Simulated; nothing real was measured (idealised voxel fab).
process module | voxel released beams
cross-section cut | 160 nm wide | cells 5 nm
A cross-section is a grid of square cells, given in bands from the top down. A band is one or more rows of cells.
Each band's line starts with the height of the band's top and of its bottom, in nm. Then come its materials from left to right, each with its width in nm. One material with "throughout" fills the band from edge to edge. "air" is empty space.
Height 0 is the level under which the wafer as received is all one material. The lowest band goes on downwards, as in "0 down".
A width such as "30 to 40" changes by the same amount from each row of cells to the next, from the band's top row to its bottom row.
"no change" after a step means that no cell of the cross-section changed.
closed voids: empty space of 8 cells or more with no open way to the top, each as width x height at its distance from the left edge, in nm
after a step's settings: what the simulator itself notes on the step
overlay nm, on a step with a mask: how far to the right of its planned place the mask lay; to the left if negative
plan
1 op RECEIVE | material Si
2 op CONFORMAL_DEP | material SiN | thk nm 10
3 op DIRECTIONAL_DEP | material SiO2 | thk nm 15
4 op PATTERN | tone open | mask id ANCHOR | material resist | width nm 40 | thk nm 20 | overlay nm 0
5 op DIRECTIONAL_ETCH | etch materials SiO2 | depth nm 15
6 op STRIP | etch materials resist
7 op CONFORMAL_DEP | material TiN | thk nm 15
8 op PATTERN | tone cover | mask id BEAM | material resist | width nm 90 | thk nm 15 | overlay nm 0
9 op DIRECTIONAL_ETCH | etch materials TiN | depth nm 15
10 op STRIP | etch materials resist
11 op STRIP | etch materials SiO2
as received, after step 1
  0 down: Si throughout
  closed voids: none
a wafer at the end: this start, this plan, one mistake
  40 to 25: air 35 | TiN 15 | air 10 | TiN 65 | air 35
  25 to 10: air 35 | TiN 40 | air 85
  10 to 0: SiN throughout
  0 down: Si throughout
  closed voids: none
what went wrong: step 8 ran as: op PATTERN | tone cover | mask id BEAM | material resist | width nm 90 | thk nm 15 | overlay nm 5
